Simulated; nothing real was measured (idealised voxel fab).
process module | voxel ribs on slabs
cross-section cut | 150 nm wide | cells 5 nm
A cross-section is a grid of square cells, given in bands from the top down. A band is one or more rows of cells.
Each band's line starts with the height of the band's top and of its bottom, in nm. Then come its materials from left to right, each with its width in nm. One material with "throughout" fills the band from edge to edge. "air" is empty space.
Height 0 is the level under which the wafer as received is all one material. The lowest band goes on downwards, as in "0 down".
A width such as "30 to 40" changes by the same amount from each row of cells to the next, from the band's top row to its bottom row.
"no change" after a step means that no cell of the cross-section changed.
closed voids: empty space of 8 cells or more with no open way to the top, each as width x height at its distance from the left edge, in nm
after a step's settings: what the simulator itself notes on the step
overlay nm, on a step with a mask: how far to the right of its planned place the mask lay; to the left if negative
plan
1 op RECEIVE | material Si
2 op DIRECTIONAL_DEP | material SiO2 | thk nm 30
3 op DIRECTIONAL_DEP | material polySi | thk nm 20
4 op DIRECTIONAL_DEP | material aC | thk nm 15
5 op PATTERN | tone cover | mask id RIB | material resist | width nm 20 | thk nm 30 | overlay nm 0
6 op DIRECTIONAL_ETCH | etch materials aC | depth nm 15
7 op STRIP | etch materials resist
8 op DIRECTIONAL_ETCH | etch materials polySi | depth nm 15
9 op STRIP | etch materials aC
10 op PATTERN | tone cover | mask id SLAB | material resist | width nm 60 | thk nm 15 | overlay nm 0
11 op DIRECTIONAL_ETCH | etch materials polySi | depth nm 5
12 op STRIP | etch materials resist
13 op FILL_DEP | material SiO2 | thk nm 25
14 op CMP | height nm 65
15 op DIRECTIONAL_DEP | material W | thk nm 5
16 op PATTERN | tone cover | mask id HEATER | material resist | width nm 30 | thk nm 15 | overlay nm 0
17 op DIRECTIONAL_ETCH | etch materials W | depth nm 5
18 op STRIP | etch materials resist
19 op CONFORMAL_DEP | material SiO2 | thk nm 5
varied across the wafers: thk nm of step 19. The plan shows the first wafer's value. All wafers start alike
first wafer as received, after step 1
  0 down: Si throughout
  closed voids: none
first wafer at the end, after step 19
  75 to 70: air 55 | SiO2 40 | air 55
  70 to 65: SiO2 60 | W 30 | SiO2 60
  65 to 50: SiO2 throughout
  50 to 35: SiO2 65 | polySi 20 | SiO2 65
  35 to 30: SiO2 45 | polySi 60 | SiO2 45
  30 to 0: SiO2 throughout
  0 down: Si throughout
  closed voids: none
last wafer at the end
  90 to 85: air 40 | SiO2 70 | air 40
  85 to 70: SiO2 throughout
  70 to 65: SiO2 60 | W 30 | SiO2 60
  65 to 50: SiO2 throughout
  50 to 35: SiO2 65 | polySi 20 | SiO2 65
  35 to 30: SiO2 45 | polySi 60 | SiO2 45
  30 to 0: SiO2 throughout
  0 down: Si throughout
  closed voids: none
each wafer at the end: cells of each material gained (+) or lost (-) since it was received, then its closed voids
thk nm 5 | +398 SiO2 | +6 W | +24 polySi | closed voids: none
thk nm 10 | +430 SiO2 | +6 W | +24 polySi | closed voids: none
thk nm 15 | +462 SiO2 | +6 W | +24 polySi | closed voids: none
thk nm 20 | +494 SiO2 | +6 W | +24 polySi | closed voids: none
